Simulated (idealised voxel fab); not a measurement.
Process module in this document: voxel lift off
The width of the displayed cross-section, cut, is 245 nm; its cells are square, with a size of 5 nm.
Just so we're on the same page, the cross-sections are grids of square cells, and they're listed out in bands top to bottom, each band one or more rows deep.
Look at the band entry: it leads with the top's height and the bottom's height in nm. Then it lists the materials left to right, with a width in nm for each. The word "edge to edge" on a single material says that material fills the band edge to edge. The word "blank" is empty space.
A quick word on heights: they are counted from 0, and under that level the wafer as it came to us is one material throughout. The lowest band is different from the rest in having no bottom; it simply continues downward, written as in "0 -> down".
It should be noted that a width expressed as "30->40" varies in equal increments from row to row of cells within the band, taking the value of the first number at the top row and that of the second number at the bottom row.
The designation "no alterations made", where it is given for a processing step, indicates that no cell of the cross-section was altered in the course of that step.
Closed-off voids of 8+ cells (no open route to the top) go in "Closed void listing", written width x height at distance from the left edge, in nm.
On each step's line, the part that comes after the settings is the simulator's own comment on the step.
A step line may carry the setting "overlay nm", which, for steps involving a mask, states the distance by which the mask lay to the right of its intended position; negative values denote displacement to the left.

## Planned process steps
1) op RECEIVE | material Si
2) op CONFORMAL_DEP | material Al2O3 | thk nm 5
3) op PATTERN | tone open | mask id LINES | material resist | width nm 15 | pitch nm 45 | thk nm 20 | overlay nm 0
4) op DIRECTIONAL_DEP | material Ru | thk nm 5
5) op STRIP | etch materials resist
6) op CONFORMAL_DEP | material SiO2 | thk nm 10
All wafers enter the flow in the same state. The width nm at step 3 differs from wafer to wafer, and the plan gives the value for the first wafer.

## As received, i.e. after step 1: cross-section through the first of several wafers
- 0 -> down: Si edge to edge
- Closed void listing: none

## The cross-section of the first of several wafers is given below for the end of the module, after its final step, step 6
- 20 -> 15: blank=35, then SiO2=35, then blank=10, then SiO2=35, then blank=10, then SiO2=35, then blank=10, then SiO2=35, then blank=40
- 15 -> 10: SiO2 edge to edge
- 10 -> 5: SiO2=45, then Ru=15, then SiO2=30, then Ru=15, then SiO2=30, then Ru=15, then SiO2=30, then Ru=15, then SiO2=50
- 5 -> 0: Al2O3 edge to edge
- 0 -> down: Si edge to edge
- Closed void listing: none

## Cross-section, module end, final of several wafers
- 20 -> 15: blank=30, then SiO2=185, then blank=30
- 15 -> 10: SiO2 edge to edge
- 10 -> 5: SiO2=40, then Ru=30, then SiO2=15, then Ru=30, then SiO2=15, then Ru=30, then SiO2=15, then Ru=30, then SiO2=40
- 5 -> 0: Al2O3 edge to edge
- 0 -> down: Si edge to edge
- Closed void listing: none

## each wafer at the end: cells of each material gained (+) or lost (-) since it was received, then its closed voids
width nm 15; +49 Al2O3; +12 Ru; +114 SiO2; Closed void listing: none
width nm 20; +49 Al2O3; +16 Ru; +114 SiO2; Closed void listing: none
width nm 25; +49 Al2O3; +20 Ru; +114 SiO2; Closed void listing: none
width nm 30; +49 Al2O3; +24 Ru; +111 SiO2; Closed void listing: none
